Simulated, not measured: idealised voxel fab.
process module | voxel double patterning
235 nm wide, 5 nm square cells: that's cross-section cut.
Bands, listed from the top down, are how a cross-section gets written in this document; the cross-section itself is a grid of square cells, and a band is one or more rows of them. In this notation a band is specified by the heights of its top and bottom, in that order and in nm, after which its materials appear from left to right, each paired with its width in nm. The word "edge to edge" attached to a single material means that material fills the band from edge to edge; the word "air" stands for empty space. We count height from 0. Below that, the starting wafer is all one material. The lowest band never ends at the bottom but goes on down; see "0 and below" for how that is written. The width entry "30 to 40" should be interpreted row by row: the top row of cells in the band takes the first number, the bottom row takes the second number, and the change between adjacent rows is uniform throughout. "nothing got changed" means the step left every cell of the cross-section as it was. Closed void entries: empty space of 8 cells or more with no open way to the top, each as width x height at its distance from the left edge, in nm. Formally, on a step line, whatever follows the settings is a remark that the simulator itself makes on the step. overlay nm: mask offset rightward from planned place, masked step; negative means leftward offset.
# Below is the list of planned process steps
| 1 | RECEIVE, material Si |
| 2 | CONFORMAL_DEP, material SiO2, thk nm 10 |
| 3 | DIRECTIONAL_DEP, material W, thk nm 15 |
| 4 | DIRECTIONAL_DEP, material SiN, thk nm 10 |
| 5 | DIRECTIONAL_DEP, material aC, thk nm 15 |
| 6 | PATTERN, tone open, mask id FIRST, material resist, width nm 15, pitch nm 50, thk nm 35, overlay nm 0 |
| 7 | DIRECTIONAL_ETCH, etch materials aC, depth nm 15 |
| 8 | STRIP, etch materials resist |
| 9 | DIRECTIONAL_ETCH, etch materials SiN, depth nm 10 |
| 10 | STRIP, etch materials aC |
| 11 | PATTERN, tone open, mask id SECOND, material resist, width nm 15, pitch nm 50, thk nm 15, overlay nm 0 |
| 12 | DIRECTIONAL_ETCH, etch materials SiN, depth nm 10 |
| 13 | STRIP, etch materials resist |
| 14 | DIRECTIONAL_ETCH, etch materials W, depth nm 15 |
| 15 | STRIP, etch materials SiN |
# What follows covers the first of two wafers; it ran as planned
# As-received wafer cross-section (after step 1)
* 0 and below  Si edge to edge
* Closed void entries: none
# Wafer section view after processing step 2
* 10 down to 0  SiO2 edge to edge
* Anything lower than 0 is untouched.
# Wafer section view after processing step 3
* 25 down to 10  W edge to edge
* Anything lower than 10 is untouched.
# Wafer section view after processing step 4
* 35 down to 25  SiN edge to edge
* Anything lower than 25 is untouched.
# Wafer section view after processing step 5
* 50 down to 35  aC edge to edge
* Anything lower than 35 is untouched.
# Wafer section view after processing step 6
* 85 down to 50  resist: 60; air: 15; resist: 35; air: 15; resist: 35; air: 15; resist: 60
* Anything lower than 50 is untouched.
# Wafer section view after processing step 7
* 70 down to 50  resist: 60; air: 15; resist: 35; air: 15; resist: 35; air: 15; resist: 60
* 50 down to 35  aC: 60; air: 15; aC: 35; air: 15; aC: 35; air: 15; aC: 60
* Anything lower than 35 is untouched.
# Wafer section view after processing step 8
* 50 down to 35  aC: 60; air: 15; aC: 35; air: 15; aC: 35; air: 15; aC: 60
* Anything lower than 35 is untouched.
# Wafer section view after processing step 9
* 50 down to 35  aC: 60; air: 15; aC: 35; air: 15; aC: 35; air: 15; aC: 60
* 35 down to 25  SiN: 60; air: 15; SiN: 35; air: 15; SiN: 35; air: 15; SiN: 60
* Anything lower than 25 is untouched.
# Wafer section view after processing step 10
* 35 down to 25  SiN: 60; air: 15; SiN: 35; air: 15; SiN: 35; air: 15; SiN: 60
* Anything lower than 25 is untouched.
# Wafer section view after processing step 11
* 50 down to 35  resist: 85; air: 15; resist: 35; air: 15; resist: 85
* 35 down to 25  SiN: 60; resist: 15; SiN: 35; resist: 15; SiN: 35; resist: 15; SiN: 60
* Anything lower than 25 is untouched.
# Wafer section view after processing step 12
* 50 down to 35  resist: 85; air: 15; resist: 35; air: 15; resist: 85
* 35 down to 25  SiN: 60; resist: 15; SiN: 10; air: 15; SiN: 10; resist: 15; SiN: 10; air: 15; SiN: 10; resist: 15; SiN: 60
* Anything lower than 25 is untouched.
# Wafer section view after processing step 13
* 35 down to 25  SiN: 60; air: 15; SiN: 10; air: 15; SiN: 10; air: 15; SiN: 10; air: 15; SiN: 10; air: 15; SiN: 60
* Anything lower than 25 is untouched.
# Wafer section view after processing step 14
* 35 down to 25  SiN: 60; air: 15; SiN: 10; air: 15; SiN: 10; air: 15; SiN: 10; air: 15; SiN: 10; air: 15; SiN: 60
* 25 down to 10  W: 60; air: 15; W: 10; air: 15; W: 10; air: 15; W: 10; air: 15; W: 10; air: 15; W: 60
* Anything lower than 10 is untouched.
# Wafer section view after processing step 15
* 25 down to 10  W: 60; air: 15; W: 10; air: 15; W: 10; air: 15; W: 10; air: 15; W: 10; air: 15; W: 60
* Anything lower than 10 is untouched.
# Second Wafer (Identical Start and Plan, One Processing Error; Matches First Wafer Through Step 10)
# The second wafer cut through, at the time step 11 was supposed to be finished
* 50 down to 35  resist: 80; air: 25; resist: 25; air: 25; resist: 80
* 35 down to 25  SiN: 60; resist: 15; SiN: 35; resist: 15; SiN: 35; resist: 15; SiN: 60
* Anything lower than 25 is untouched.
# The second wafer cut through, at the time step 12 was supposed to be finished
* 50 down to 35  resist: 80; air: 25; resist: 25; air: 25; resist: 80
* 35 down to 25  SiN: 60; resist: 15; SiN: 5; air: 25; SiN: 5; resist: 15; SiN: 5; air: 25; SiN: 5; resist: 15; SiN: 60
* Anything lower than 25 is untouched.
# The second wafer cut through, at the time step 13 was supposed to be finished
* 35 down to 25  SiN: 60; air: 15; SiN: 5; air: 25; SiN: 5; air: 15; SiN: 5; air: 25; SiN: 5; air: 15; SiN: 60
* Anything lower than 25 is untouched.
# The second wafer cut through, at the time step 14 was supposed to be finished
* 35 down to 25  SiN: 60; air: 15; SiN: 5; air: 25; SiN: 5; air: 15; SiN: 5; air: 25; SiN: 5; air: 15; SiN: 60
* 25 down to 10  W: 60; air: 15; W: 5; air: 25; W: 5; air: 15; W: 5; air: 25; W: 5; air: 15; W: 60
* Anything lower than 10 is untouched.
# The second wafer cut through, at the time step 15 was supposed to be finished
* 25 down to 10  W: 60; air: 15; W: 5; air: 25; W: 5; air: 15; W: 5; air: 25; W: 5; air: 15; W: 60
* Anything lower than 10 is untouched.
Finding, execution versus plan: off-plan run, step 11, actual operation and settings PATTERN, tone open, mask id SECOND, material resist, width nm 25, pitch nm 50, thk nm 15, overlay nm 0
Looking at both finished wafers in cells, the second ends up ahead of or behind the first on some materials: 12 fewer of W
